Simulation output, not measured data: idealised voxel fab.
Presented below is a process module, voxel trench capacitor.
The cross-section shown here is cut; it is 250 nm wide and divided into square cells measuring 5 nm on a side.
In what follows, cross-sections appear as grids of square cells, described through bands that run from the top down, where every band is one or more rows of cells. In this notation a band is specified by the heights of its top and bottom, in that order and in nm, after which its materials appear from left to right, each paired with its width in nm. The word "all across" attached to a single material means that material fills the band from edge to edge; the word "air" stands for empty space. Heights are reckoned from 0. Under this level, the received wafer is all of one material. The bottommost band is open-ended downward, for example "0 and below". A two-number width, for instance "30->40", indicates that the width is equal to the first number in the top row of the band and to the second number in the bottom row, and that it changes by a constant amount per row of cells. Where a step carries "nothing was modified", the cross-section came out of it unchanged, cell for cell. Enclosed voids (no open way to top), threshold 8 cells or more, entry "Voids, fully enclosed", notation width x height at distance, distance from left edge, nm. Formally, on a step line, whatever follows the settings is a remark that the simulator itself makes on the step. overlay nm: right-of-plan distance of the mask on a masked step; negative values mean left-of-plan. Heads up before you read on: it's before/after pairs around one process step each, after side only down to the lowest band that changed, step plus settings under the pair. Pairs can be from different runs of this module, same starting wafer, so only chain a pair onto the one above if its "Pre-step cross-section" entry says so.

-- Pre-step cross-section
	0 and below | Si all across
	Voids, fully enclosed: none

-- Post-Step Cross-Section
	10 down to 0 | SiN all across
	Below 0, no change.
	Voids, fully enclosed: none
The before and after cross-sections above differ by one step: CONFORMAL_DEP,material SiN,thk nm 10

Pre-step cross-section: after-state, pair directly above.

-- Post-Step Cross-Section
	30 down to 10 | resist=95, then air=20, then resist=20, then air=20, then resist=95
	Below 10, no change.
	Voids, fully enclosed: none
The before and after cross-sections above differ by one step: PATTERN,tone open,mask id TRENCH,material resist,width nm 20,pitch nm 40,thk nm 20,overlay nm 0

Pre-step cross-section: after-state, pair directly above.

-- Post-Step Cross-Section
	30 down to 10 | resist=95, then air=20, then resist=20, then air=20, then resist=95
	10 down to 0 | SiN=95, then air=20, then SiN=20, then air=20, then SiN=95
	Below 0, no change.
	Voids, fully enclosed: none
The before and after cross-sections above differ by one step: DIRECTIONAL_ETCH,etch materials SiN,depth nm 10

Pre-step cross-section: after-state, pair directly above.

-- Post-Step Cross-Section
	30 down to 10 | resist=95, then air=20, then resist=20, then air=20, then resist=95
	10 down to 0 | SiN=95, then air=20, then SiN=20, then air=20, then SiN=95
	0 down to -35 | Si=95, then air=20, then Si=20, then air=20, then Si=95
	Below -35, no change.
	Voids, fully enclosed: none
The before and after cross-sections above differ by one step: DIRECTIONAL_ETCH,etch materials Si,depth nm 35

Pre-step cross-section: after-state, pair directly above.

-- Post-Step Cross-Section
	10 down to 0 | SiN=95, then air=20, then SiN=20, then air=20, then SiN=95
	Below 0, no change.
	Voids, fully enclosed: none
The before and after cross-sections above differ by one step: STRIP,etch materials resist

Pre-step cross-section: after-state, pair directly above.

-- Post-Step Cross-Section
	15 down to 10 | Al2O3=100, then air=10, then Al2O3=30, then air=10, then Al2O3=100
	10 down to 0 | SiN=95, then Al2O3=5, then air=10, then Al2O3=5, then SiN=20, then Al2O3=5, then air=10, then Al2O3=5, then SiN=95
	0 down to -30 | Si=95, then Al2O3=5, then air=10, then Al2O3=5, then Si=20, then Al2O3=5, then air=10, then Al2O3=5, then Si=95
	-30 down to -35 | Si=95, then Al2O3=20, then Si=20, then Al2O3=20, then Si=95
	Below -35, no change.
	Voids, fully enclosed: none
The before and after cross-sections above differ by one step: CONFORMAL_DEP,material Al2O3,thk nm 5

Pre-step cross-section: after-state, pair directly above.

-- Post-Step Cross-Section
	20 down to 15 | polySi all across
	15 down to 10 | Al2O3=100, then polySi=10, then Al2O3=30, then polySi=10, then Al2O3=100
	10 down to 0 | SiN=95, then Al2O3=5, then polySi=10, then Al2O3=5, then SiN=20, then Al2O3=5, then polySi=10, then Al2O3=5, then SiN=95
	0 down to -30 | Si=95, then Al2O3=5, then polySi=10, then Al2O3=5, then Si=20, then Al2O3=5, then polySi=10, then Al2O3=5, then Si=95
	Below -30, no change.
	Voids, fully enclosed: none
The before and after cross-sections above differ by one step: FILL_DEP,material polySi,thk nm 5

Pre-step cross-section: after-state, pair directly above.

-- Post-Step Cross-Section
	10 down to 0 | SiN=95, then Al2O3=5, then polySi=10, then Al2O3=5, then SiN=20, then Al2O3=5, then polySi=10, then Al2O3=5, then SiN=95
	Below 0, no change.
	Voids, fully enclosed: none
The before and after cross-sections above differ by one step: CMP,height nm 10

-- Pre-step cross-section
	30 down to 10 | resist=95, then air=20, then resist=20, then air=20, then resist=95
	10 down to 0 | SiN=95, then air=20, then SiN=20, then air=20, then SiN=95
	0 down to -35 | Si=95, then air=20, then Si=20, then air=20, then Si=95
	-35 and below | Si all across
	Voids, fully enclosed: none

-- Post-Step Cross-Section
	30 down to 10 | resist=95, then air=20, then resist=20, then air=20, then resist=95
	10 down to 0 | SiN=95, then air=20, then SiN=20, then air=20, then SiN=95
	0 down to -70 | Si=95, then air=20, then Si=20, then air=20, then Si=95
	Below -70, no change.
	Voids, fully enclosed: none
The before and after cross-sections above differ by one step: DIRECTIONAL_ETCH,etch materials Si,depth nm 35

Pre-step cross-section: after-state, pair directly above.

-- Post-Step Cross-Section
	10 down to 0 | SiN=95, then air=20, then SiN=20, then air=20, then SiN=95
	Below 0, no change.
	Voids, fully enclosed: none
The before and after cross-sections above differ by one step: STRIP,etch materials resist

Pre-step cross-section: after-state, pair directly above.

-- Post-Step Cross-Section
	15 down to 10 | Al2O3=100, then air=10, then Al2O3=30, then air=10, then Al2O3=100
	10 down to 0 | SiN=95, then Al2O3=5, then air=10, then Al2O3=5, then SiN=20, then Al2O3=5, then air=10, then Al2O3=5, then SiN=95
	0 down to -65 | Si=95, then Al2O3=5, then air=10, then Al2O3=5, then Si=20, then Al2O3=5, then air=10, then Al2O3=5, then Si=95
	-65 down to -70 | Si=95, then Al2O3=20, then Si=20, then Al2O3=20, then Si=95
	Below -70, no change.
	Voids, fully enclosed: none
The before and after cross-sections above differ by one step: CONFORMAL_DEP,material Al2O3,thk nm 5

Pre-step cross-section: after-state, pair directly above.

-- Post-Step Cross-Section
	20 down to 15 | polySi all across
	15 down to 10 | Al2O3=100, then polySi=10, then Al2O3=30, then polySi=10, then Al2O3=100
	10 down to 0 | SiN=95, then Al2O3=5, then polySi=10, then Al2O3=5, then SiN=20, then Al2O3=5, then polySi=10, then Al2O3=5, then SiN=95
	0 down to -65 | Si=95, then Al2O3=5, then polySi=10, then Al2O3=5, then Si=20, then Al2O3=5, then polySi=10, then Al2O3=5, then Si=95
	Below -65, no change.
	Voids, fully enclosed: none
The before and after cross-sections above differ by one step: FILL_DEP,material polySi,thk nm 5

Pre-step cross-section: after-state, pair directly above.

-- Post-Step Cross-Section
	10 down to 0 | SiN=95, then Al2O3=5, then polySi=10, then Al2O3=5, then SiN=20, then Al2O3=5, then polySi=10, then Al2O3=5, then SiN=95
	Below 0, no change.
	Voids, fully enclosed: none
The before and after cross-sections above differ by one step: CMP,height nm 10

-- Pre-step cross-section
	30 down to 10 | resist=95, then air=20, then resist=20, then air=20, then resist=95
	10 down to 0 | SiN=95, then air=20, then SiN=20, then air=20, then SiN=95
	0 and below | Si all across
	Voids, fully enclosed: none

-- Post-Step Cross-Section
	10 down to 0 | SiN=95, then air=20, then SiN=20, then air=20, then SiN=95
	Below 0, no change.
	Voids, fully enclosed: none
The before and after cross-sections above differ by one step: STRIP,etch materials resist

Pre-step cross-section: after-state, pair directly above.

-- Post-Step Cross-Section
	10 down to 0 | SiN=95, then air=20, then SiN=20, then air=20, then SiN=95
	0 down to -35 | Si=95, then air=20, then Si=20, then air=20, then Si=95
	Below -35, no change.
	Voids, fully enclosed: none
The before and after cross-sections above differ by one step: DIRECTIONAL_ETCH,etch materials Si,depth nm 35

-- Pre-step cross-section
	20 down to 15 | polySi all across
	15 down to 10 | Al2O3=100, then polySi=10, then Al2O3=30, then polySi=10, then Al2O3=100
	10 down to 0 | SiN=95, then Al2O3=5, then polySi=10, then Al2O3=5, then SiN=20, then Al2O3=5, then polySi=10, then Al2O3=5, then SiN=95
	0 down to -30 | Si=95, then Al2O3=5, then polySi=10, then Al2O3=5, then Si=20, then Al2O3=5, then polySi=10, then Al2O3=5, then Si=95
	-30 down to -35 | Si=95, then Al2O3=20, then Si=20, then Al2O3=20, then Si=95
	-35 and below | Si all across
	Voids, fully enclosed: none

-- Post-Step Cross-Section
	5 down to 0 | SiN=95, then Al2O3=5, then polySi=10, then Al2O3=5, then SiN=20, then Al2O3=5, then polySi=10, then Al2O3=5, then SiN=95
	Below 0, no change.
	Voids, fully enclosed: none
The before and after cross-sections above differ by one step: CMP,height nm 5

-- Pre-step cross-section
	10 down to 0 | SiN all across
	0 and below | Si all across
	Voids, fully enclosed: none

-- Post-Step Cross-Section
	30 down to 10 | resist=100, then air=15, then resist=25, then air=15, then resist=95
	Below 10, no change.
	Voids, fully enclosed: none
The before and after cross-sections above differ by one step: PATTERN,tone open,mask id TRENCH,material resist,width nm 15,pitch nm 40,thk nm 20,overlay nm 0

Pre-step cross-section: after-state, pair directly above.

-- Post-Step Cross-Section
	30 down to 10 | resist=100, then air=15, then resist=25, then air=15, then resist=95
	10 down to 0 | SiN=100, then air=15, then SiN=25, then air=15, then SiN=95
	Below 0, no change.
	Voids, fully enclosed: none
The before and after cross-sections above differ by one step: DIRECTIONAL_ETCH,etch materials SiN,depth nm 10

Pre-step cross-section: after-state, pair directly above.

-- Post-Step Cross-Section
	30 down to 10 | resist=100, then air=15, then resist=25, then air=15, then resist=95
	10 down to 0 | SiN=100, then air=15, then SiN=25, then air=15, then SiN=95
	0 down to -35 | Si=100, then air=15, then Si=25, then air=15, then Si=95
	Below -35, no change.
	Voids, fully enclosed: none
The before and after cross-sections above differ by one step: DIRECTIONAL_ETCH,etch materials Si,depth nm 35

Pre-step cross-section: after-state, pair directly above.

-- Post-Step Cross-Section
	10 down to 0 | SiN=100, then air=15, then SiN=25, then air=15, then SiN=95
	Below 0, no change.
	Voids, fully enclosed: none
The before and after cross-sections above differ by one step: STRIP,etch materials resist

Pre-step cross-section: after-state, pair directly above.

-- Post-Step Cross-Section
	15 down to 10 | Al2O3=105, then air=5, then Al2O3=35, then air=5, then Al2O3=100
	10 down to 0 | SiN=100, then Al2O3=5, then air=5, then Al2O3=5, then SiN=25, then Al2O3=5, then air=5, then Al2O3=5, then SiN=95
	0 down to -30 | Si=100, then Al2O3=5, then air=5, then Al2O3=5, then Si=25, then Al2O3=5, then air=5, then Al2O3=5, then Si=95
	-30 down to -35 | Si=100, then Al2O3=15, then Si=25, then Al2O3=15, then Si=95
	Below -35, no change.
	Voids, fully enclosed: none
The before and after cross-sections above differ by one step: CONFORMAL_DEP,material Al2O3,thk nm 5

Pre-step cross-section: after-state, pair directly above.

-- Post-Step Cross-Section
	20 down to 15 | polySi all across
	15 down to 10 | Al2O3=105, then polySi=5, then Al2O3=35, then polySi=5, then Al2O3=100
	10 down to 0 | SiN=100, then Al2O3=5, then polySi=5, then Al2O3=5, then SiN=25, then Al2O3=5, then polySi=5, then Al2O3=5, then SiN=95
	0 down to -30 | Si=100, then Al2O3=5, then polySi=5, then Al2O3=5, then Si=25, then Al2O3=5, then polySi=5, then Al2O3=5, then Si=95
	Below -30, no change.
	Voids, fully enclosed: none
The before and after cross-sections above differ by one step: FILL_DEP,material polySi,thk nm 5

Pre-step cross-section: after-state, pair directly above.

-- Post-Step Cross-Section
	10 down to 0 | SiN=100, then Al2O3=5, then polySi=5, then Al2O3=5, then SiN=25, then Al2O3=5, then polySi=5, then Al2O3=5, then SiN=95
	Below 0, no change.
	Voids, fully enclosed: none
The before and after cross-sections above differ by one step: CMP,height nm 10

-- Pre-step cross-section
	10 down to 0 | SiN all across
	0 and below | Si all across
	Voids, fully enclosed: none

-- Post-Step Cross-Section
	30 down to 10 | resist=85, then air=20, then resist=20, then air=20, then resist=105
	Below 10, no change.
	Voids, fully enclosed: none
The before and after cross-sections above differ by one step: PATTERN,tone open,mask id TRENCH,material resist,width nm 20,pitch nm 40,thk nm 20,overlay nm -10

Pre-step cross-section: after-state, pair directly above.

-- Post-Step Cross-Section
	30 down to 10 | resist=85, then air=20, then resist=20, then air=20, then resist=105
	10 down to 0 | SiN=85, then air=20, then SiN=20, then air=20, then SiN=105
	Below 0, no change.
	Voids, fully enclosed: none
The before and after cross-sections above differ by one step: DIRECTIONAL_ETCH,etch materials SiN,depth nm 10

Pre-step cross-section: after-state, pair directly above.

-- Post-Step Cross-Section
	30 down to 10 | resist=85, then air=20, then resist=20, then air=20, then resist=105
	10 down to 0 | SiN=85, then air=20, then SiN=20, then air=20, then SiN=105
	0 down to -35 | Si=85, then air=20, then Si=20, then air=20, then Si=105
	Below -35, no change.
	Voids, fully enclosed: none
The before and after cross-sections above differ by one step: DIRECTIONAL_ETCH,etch materials Si,depth nm 35

Pre-step cross-section: after-state, pair directly above.

-- Post-Step Cross-Section
	10 down to 0 | SiN=85, then air=20, then SiN=20, then air=20, then SiN=105
	Below 0, no change.
	Voids, fully enclosed: none
The before and after cross-sections above differ by one step: STRIP,etch materials resist

Pre-step cross-section: after-state, pair directly above.

-- Post-Step Cross-Section
	15 down to 10 | Al2O3=90, then air=10, then Al2O3=30, then air=10, then Al2O3=110
	10 down to 0 | SiN=85, then Al2O3=5, then air=10, then Al2O3=5, then SiN=20, then Al2O3=5, then air=10, then Al2O3=5, then SiN=105
	0 down to -30 | Si=85, then Al2O3=5, then air=10, then Al2O3=5, then Si=20, then Al2O3=5, then air=10, then Al2O3=5, then Si=105
	-30 down to -35 | Si=85, then Al2O3=20, then Si=20, then Al2O3=20, then Si=105
	Below -35, no change.
	Voids, fully enclosed: none
The before and after cross-sections above differ by one step: CONFORMAL_DEP,material Al2O3,thk nm 5

Pre-step cross-section: after-state, pair directly above.

-- Post-Step Cross-Section
	20 down to 15 | polySi all across
	15 down to 10 | Al2O3=90, then polySi=10, then Al2O3=30, then polySi=10, then Al2O3=110
	10 down to 0 | SiN=85, then Al2O3=5, then polySi=10, then Al2O3=5, then SiN=20, then Al2O3=5, then polySi=10, then Al2O3=5, then SiN=105
	0 down to -30 | Si=85, then Al2O3=5, then polySi=10, then Al2O3=5, then Si=20, then Al2O3=5, then polySi=10, then Al2O3=5, then Si=105
	Below -30, no change.
	Voids, fully enclosed: none
The before and after cross-sections above differ by one step: FILL_DEP,material polySi,thk nm 5

Pre-step cross-section: after-state, pair directly above.

-- Post-Step Cross-Section
	10 down to 0 | SiN=85, then Al2O3=5, then polySi=10, then Al2O3=5, then SiN=20, then Al2O3=5, then polySi=10, then Al2O3=5, then SiN=105
	Below 0, no change.
	Voids, fully enclosed: none
The before and after cross-sections above differ by one step: CMP,height nm 10

-- Pre-step cross-section
	0 and below | Si all across
	Voids, fully enclosed: none

-- Post-Step Cross-Section
	10 down to 0 | polySi all across
	Below 0, no change.
	Voids, fully enclosed: none
The before and after cross-sections above differ by one step: CONFORMAL_DEP,material polySi,thk nm 10

Pre-step cross-section: after-state, pair directly above.

-- Post-Step Cross-Section
	30 down to 10 | resist=95, then air=20, then resist=20, then air=20, then resist=95
	Below 10, no change.
	Voids, fully enclosed: none
The before and after cross-sections above differ by one step: PATTERN,tone open,mask id TRENCH,material resist,width nm 20,pitch nm 40,thk nm 20,overlay nm 0

Pre-step cross-section: after-state, pair directly above.

-- Post-Step Cross-Section
	30 down to 10 | resist=95, then air=20, then resist=20, then air=20, then resist=95
	10 down to 0 | polySi=95, then air=20, then polySi=20, then air=20, then polySi=95
	0 down to -25 | Si=95, then air=20, then Si=20, then air=20, then Si=95
	Below -25, no change.
	Voids, fully enclosed: none
The before and after cross-sections above differ by one step: DIRECTIONAL_ETCH,etch materials Si,depth nm 35

Pre-step cross-section: after-state, pair directly above.

-- Post-Step Cross-Section
	10 down to 0 | polySi=95, then air=20, then polySi=20, then air=20, then polySi=95
	Below 0, no change.
	Voids, fully enclosed: none
The before and after cross-sections above differ by one step: STRIP,etch materials resist

Pre-step cross-section: after-state, pair directly above.

-- Post-Step Cross-Section
	15 down to 10 | Al2O3=100, then air=10, then Al2O3=30, then air=10, then Al2O3=100
	10 down to 0 | polySi=95, then Al2O3=5, then air=10, then Al2O3=5, then polySi=20, then Al2O3=5, then air=10, then Al2O3=5, then polySi=95
	0 down to -20 | Si=95, then Al2O3=5, then air=10, then Al2O3=5, then Si=20, then Al2O3=5, then air=10, then Al2O3=5, then Si=95
	-20 down to -25 | Si=95, then Al2O3=20, then Si=20, then Al2O3=20, then Si=95
	Below -25, no change.
	Voids, fully enclosed: none
The before and after cross-sections above differ by one step: CONFORMAL_DEP,material Al2O3,thk nm 5

Pre-step cross-section: after-state, pair directly above.

-- Post-Step Cross-Section
	20 down to 15 | polySi all across
	15 down to 10 | Al2O3=100, then polySi=10, then Al2O3=30, then polySi=10, then Al2O3=100
	10 down to 0 | polySi=95, then Al2O3=5, then polySi=10, then Al2O3=5, then polySi=20, then Al2O3=5, then polySi=10, then Al2O3=5, then polySi=95
	0 down to -20 | Si=95, then Al2O3=5, then polySi=10, then Al2O3=5, then Si=20, then Al2O3=5, then polySi=10, then Al2O3=5, then Si=95
	Below -20, no change.
	Voids, fully enclosed: none
The before and after cross-sections above differ by one step: FILL_DEP,material polySi,thk nm 5

Pre-step cross-section: after-state, pair directly above.

-- Post-Step Cross-Section
	10 down to 0 | polySi=95, then Al2O3=5, then polySi=10, then Al2O3=5, then polySi=20, then Al2O3=5, then polySi=10, then Al2O3=5, then polySi=95
	Below 0, no change.
	Voids, fully enclosed: none
The before and after cross-sections above differ by one step: CMP,height nm 10

-- Pre-step cross-section
	10 down to 0 | SiN all across
	0 and below | Si all across
	Voids, fully enclosed: none

-- Post-Step Cross-Section
	30 down to 10 | air=95, then resist=20, then air=20, then resist=20, then air=95
	Below 10, no change.
	Voids, fully enclosed: none
The before and after cross-sections above differ by one step: PATTERN,tone cover,mask id TRENCH,material resist,width nm 20,pitch nm 40,thk nm 20,overlay nm 0

Pre-step cross-section: after-state, pair directly above.

-- Post-Step Cross-Section
	30 down to 10 | air=95, then resist=20, then air=20, then resist=20, then air=95
	10 down to 0 | air=95, then SiN=20, then air=20, then SiN=20, then air=95
	Below 0, no change.
	Voids, fully enclosed: none
The before and after cross-sections above differ by one step: DIRECTIONAL_ETCH,etch materials SiN,depth nm 10

Pre-step cross-section: after-state, pair directly above.

-- Post-Step Cross-Section
	30 down to 10 | air=95, then resist=20, then air=20, then resist=20, then air=95
	10 down to 0 | air=95, then SiN=20, then air=20, then SiN=20, then air=95
	0 down to -35 | air=95, then Si=20, then air=20, then Si=20, then air=95
	Below -35, no change.
	Voids, fully enclosed: none
The before and after cross-sections above differ by one step: DIRECTIONAL_ETCH,etch materials Si,depth nm 35

Pre-step cross-section: after-state, pair directly above.

-- Post-Step Cross-Section
	10 down to 0 | air=95, then SiN=20, then air=20, then SiN=20, then air=95
	Below 0, no change.
	Voids, fully enclosed: none
The before and after cross-sections above differ by one step: STRIP,etch materials resist

Pre-step cross-section: after-state, pair directly above.

-- Post-Step Cross-Section
	15 down to 10 | air=90, then Al2O3=30, then air=10, then Al2O3=30, then air=90
	10 down to 0 | air=90, then Al2O3=5, then SiN=20, then Al2O3=5, then air=10, then Al2O3=5, then SiN=20, then Al2O3=5, then air=90
	0 down to -30 | air=90, then Al2O3=5, then Si=20, then Al2O3=5, then air=10, then Al2O3=5, then Si=20, then Al2O3=5, then air=90
	-30 down to -35 | Al2O3=95, then Si=20, then Al2O3=20, then Si=20, then Al2O3=95
	Below -35, no change.
	Voids, fully enclosed: none
The before and after cross-sections above differ by one step: CONFORMAL_DEP,material Al2O3,thk nm 5

Pre-step cross-section: after-state, pair directly above.

-- Post-Step Cross-Section
	20 down to 15 | polySi all across
	15 down to 10 | polySi=90, then Al2O3=30, then polySi=10, then Al2O3=30, then polySi=90
	10 down to 0 | polySi=90, then Al2O3=5, then SiN=20, then Al2O3=5, then polySi=10, then Al2O3=5, then SiN=20, then Al2O3=5, then polySi=90
	0 down to -30 | polySi=90, then Al2O3=5, then Si=20, then Al2O3=5, then polySi=10, then Al2O3=5, then Si=20, then Al2O3=5, then polySi=90
	Below -30, no change.
	Voids, fully enclosed: none
The before and after cross-sections above differ by one step: FILL_DEP,material polySi,thk nm 5

Pre-step cross-section: after-state, pair directly above.

-- Post-Step Cross-Section
	10 down to 0 | polySi=90, then Al2O3=5, then SiN=20, then Al2O3=5, then polySi=10, then Al2O3=5, then SiN=20, then Al2O3=5, then polySi=90
	Below 0, no change.
	Voids, fully enclosed: none
The before and after cross-sections above differ by one step: CMP,height nm 10
